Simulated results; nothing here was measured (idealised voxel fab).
Title: Process Module voxel plated lines
Shown is cross-section cut, with a width of 195 nm and square cells of size 5 nm.
Cross-sections here: square-cell grids, written as top-down lists of bands, a band being one or more rows of cells. For a band, the entry starts with two heights in nm, that of the top and then that of the bottom, and carries on with the band's materials in order from left to right, each alongside its width in nm; the word "everywhere" beside a single material means it fills the band edge to edge, and "empty" means empty space. Below 0: as-received wafer, all one material; heights counted from there. Lowest band: no bottom, goes on down, written "0 down". A width such as "30 to 40" changes by the same amount from each row of cells to the next, from the band's top row to its bottom row. "left unchanged" (step): cross-section cells unchanged, all of them. "Closed void list" means: voids of 8 cells or more that are shut off from the top with no open way through. Written width x height at distance, distance from the left edge, in nm. It should be noted that, on the line of a given step, the content following the step's settings is a remark produced by the simulator itself with respect to that step. You can add "overlay nm" to a step's line. For a step with a mask, it describes how far the mask lay to the right of its planned position, and a negative number describes a lay to the left.

THE STEPS PLANNED FOR THE PROCESS ARE AS FOLLOWS
1 RECEIVE, material Si
2 CONFORMAL_DEP, material SiN, thk nm 10
3 DIRECTIONAL_DEP, material TiN, thk nm 5
4 PATTERN, tone open, mask id LINES, material resist, width nm 15, pitch nm 35, thk nm 35, overlay nm 0
5 EPI, material Ru, thk nm 10
6 EPI, material Ru, thk nm 5
7 EPI, material Ru, thk nm 10
8 STRIP, etch materials resist
9 DIRECTIONAL_ETCH, etch materials TiN, depth nm 5
10 CONFORMAL_DEP, material SiCN, thk nm 5

FIRST OF THE TWO WAFERS, RUN PER PLAN

CROSS-SECTION OF THE WAFER AS IT CAME TO US, I.E., ALREADY THROUGH STEP 1
> 0 down: Si everywhere
> Closed void list: none

THE WAFER, SEEN IN CROSS-SECTION, AFTER STEP 2
> 10 to 0: SiN everywhere
> Below a height of 0, the structure has not been altered.

THE WAFER, SEEN IN CROSS-SECTION, AFTER STEP 3
> 15 to 10: TiN everywhere
> Below a height of 10, the structure has not been altered.

THE WAFER, SEEN IN CROSS-SECTION, AFTER STEP 4
> 50 to 15: resist=70 / empty=15 / resist=20 / empty=15 / resist=75
> Below a height of 15, the structure has not been altered.

THE WAFER, SEEN IN CROSS-SECTION, AFTER STEP 5
> 50 to 25: resist=70 / empty=15 / resist=20 / empty=15 / resist=75
> 25 to 15: resist=70 / Ru=15 / resist=20 / Ru=15 / resist=75
> Below a height of 15, the structure has not been altered.

THE WAFER, SEEN IN CROSS-SECTION, AFTER STEP 6
> 50 to 30: resist=70 / empty=15 / resist=20 / empty=15 / resist=75
> 30 to 15: resist=70 / Ru=15 / resist=20 / Ru=15 / resist=75
> Below a height of 15, the structure has not been altered.

THE WAFER, SEEN IN CROSS-SECTION, AFTER STEP 7
> 50 to 40: resist=70 / empty=15 / resist=20 / empty=15 / resist=75
> 40 to 15: resist=70 / Ru=15 / resist=20 / Ru=15 / resist=75
> Below a height of 15, the structure has not been altered.

THE WAFER, SEEN IN CROSS-SECTION, AFTER STEP 8
> 40 to 15: empty=70 / Ru=15 / empty=20 / Ru=15 / empty=75
> Below a height of 15, the structure has not been altered.

THE WAFER, SEEN IN CROSS-SECTION, AFTER STEP 9
> 40 to 15: empty=70 / Ru=15 / empty=20 / Ru=15 / empty=75
> 15 to 10: empty=70 / TiN=15 / empty=20 / TiN=15 / empty=75
> Below a height of 10, the structure has not been altered.

THE WAFER, SEEN IN CROSS-SECTION, AFTER STEP 10
> 45 to 40: empty=65 / SiCN=25 / empty=10 / SiCN=25 / empty=70
> 40 to 15: empty=65 / SiCN=5 / Ru=15 / SiCN=5 / empty=10 / SiCN=5 / Ru=15 / SiCN=5 / empty=70
> 15 to 10: SiCN=70 / TiN=15 / SiCN=20 / TiN=15 / SiCN=75
> Below a height of 10, the structure has not been altered.

SECOND WAFER: SAME START AND SAME PLAN AS THE FIRST, ONE EXECUTION ERROR; IDENTICAL TO THE FIRST THROUGH STEP 8

SECOND WAFER, CUT VIEW, END OF STEP 9 PER PLAN
> 40 to 15: empty=70 / Ru=15 / empty=20 / Ru=15 / empty=75
> 15 to 10: empty=70 / TiN=15 / empty=20 / TiN=15 / empty=75
> Below a height of 10, the structure has not been altered.

SECOND WAFER, CUT VIEW, END OF STEP 10 PER PLAN
> 45 to 40: empty=65 / SiCN=25 / empty=10 / SiCN=25 / empty=70
> 40 to 15: empty=65 / SiCN=5 / Ru=15 / SiCN=5 / empty=10 / SiCN=5 / Ru=15 / SiCN=5 / empty=70
> 15 to 10: SiCN=70 / TiN=15 / SiCN=20 / TiN=15 / SiCN=75
> Below a height of 10, the structure has not been altered.
Finding, execution versus plan: plan step 9 ran twice
Final cross-sections of the two wafers are identical, so the mistake has no effect on what this model computes.
